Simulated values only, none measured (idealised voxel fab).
The process module presented herein is designated voxel plated lines.
Square cell edge 5 nm, section width 270 nm, ID cut.
In this document a cross-section is written as a grid of square cells. It is given as a series of bands, listed from the top down, and a band is one or more rows of cells.
First you get the band's top height and its bottom height, in nm, and then the materials it's made of, left to right, with each width in nm. If you see a single material with "edge to edge", that one covers the band edge to edge. "empty" is empty space.
Beneath 0, the wafer as received is one material, and that level is where height counting begins. The lowest band goes on downward without a bottom; it is written like "0..down".
With a width like "30..40", each row of cells in the band differs from the next by the same amount, the top row carrying the first number and the bottom row the second.
When a step is marked "nothing altered", none of the cells in the cross-section changed during that step.
Closed empty spaces (no open way to the top) of 8 cells or more are what "Completely enclosed voids" lists, each as width x height at distance from the left edge, nm for all three.
Heads up: the bit after the settings on a step's line is the simulator's remark on that step.
overlay nm: mask offset rightward from planned place, masked step; negative means leftward offset.

Process steps foreseen in the plan:
1 RECEIVE,material Si
2 CONFORMAL_DEP,material SiN,thk nm 5
3 DIRECTIONAL_DEP,material TiN,thk nm 5
4 PATTERN,tone open,mask id LINES,material resist,width nm 20,pitch nm 40,thk nm 20,overlay nm 0
5 EPI,material Ru,thk nm 5
6 STRIP,etch materials resist
7 DIRECTIONAL_ETCH,etch materials TiN,depth nm 5
8 CONFORMAL_DEP,material SiCN,thk nm 5

So this is the incoming wafer in cross-section - it's already been through step 1:
* 0..down | Si edge to edge
* Completely enclosed voids: none

Cross-sectional result after module completion. Note: starting condition and plan are unchanged from above; one processing mistake was made:
* 20..15 | 100 of empty  30 of SiCN  10 of empty  30 of SiCN  100 of empty
* 15..10 | 100 of empty  5 of SiCN  20 of Ru  5 of SiCN  10 of empty  5 of SiCN  20 of Ru  5 of SiCN  100 of empty
* 10..5 | 105 of SiCN  20 of TiN  20 of SiCN  20 of TiN  105 of SiCN
* 5..0 | SiCN edge to edge
* 0..down | Si edge to edge
* Completely enclosed voids: none
The plan and the run diverged here: so step 2 ended up running with a different setting than we planned, it ran as CONFORMAL_DEP,material SiCN,thk nm 5
